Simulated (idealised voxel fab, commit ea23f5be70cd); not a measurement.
process module | voxel released beams
cross-section cut | 210 nm wide | cells 5 nm
A cross-section is a grid of square cells, given in bands from the top down. A band is one or more rows of cells.
Each band's line starts with the height of the band's top and of its bottom, in nm. Then come its materials from left to right, each with its width in nm. One material with "throughout" fills the band from edge to edge. "air" is empty space.
Height 0 is the level under which the wafer as received is all one material. The lowest band goes on downwards, as in "0 down".
A width such as "30 to 40" changes by the same amount from each row of cells to the next, from the band's top row to its bottom row.
"no change" after a step means that no cell of the cross-section changed.
closed voids: empty space of 8 cells or more with no open way to the top, each as width x height at its distance from the left edge, in nm
after a step's settings: what the simulator itself notes on the step
overlay nm, on a step with a mask: how far to the right of its planned place the mask lay; to the left if negative
plan
1 op RECEIVE | material Si
2 op CONFORMAL_DEP | material SiN | thk nm 5
3 op DIRECTIONAL_DEP | material SiO2 | thk nm 10
4 op DIRECTIONAL_DEP | material aC | thk nm 15
5 op PATTERN | tone open | mask id ANCHOR | material resist | width nm 35 | thk nm 35 | overlay nm 0
6 op DIRECTIONAL_ETCH | etch materials aC | depth nm 15
7 op STRIP | etch materials resist
8 op DIRECTIONAL_ETCH | etch materials SiO2 | depth nm 10
9 op STRIP | etch materials aC
10 op CONFORMAL_DEP | material W | thk nm 15
11 op DIRECTIONAL_DEP | material aC | thk nm 15
12 op PATTERN | tone cover | mask id BEAM | material resist | width nm 120 | thk nm 30 | overlay nm 0
13 op DIRECTIONAL_ETCH | etch materials aC | depth nm 15
14 op STRIP | etch materials resist
15 op DIRECTIONAL_ETCH | etch materials W | depth nm 15
16 op STRIP | etch materials aC
17 op STRIP | etch materials SiO2
as received, after step 1
  0 down: Si throughout
  closed voids: none
a wafer at the end: this start, this plan, one mistake
  30 to 20: air 35 | W 25 | air 5 | W 90 | air 55
  20 to 15: air 35 | W 120 | air 55
  15 to 5: air 45 | W 35 | air 130
  5 to 0: SiN throughout
  0 down: Si throughout
  closed voids: none
what went wrong: step 12 ran as: op PATTERN | tone cover | mask id BEAM | material resist | width nm 120 | thk nm 30 | overlay nm -5
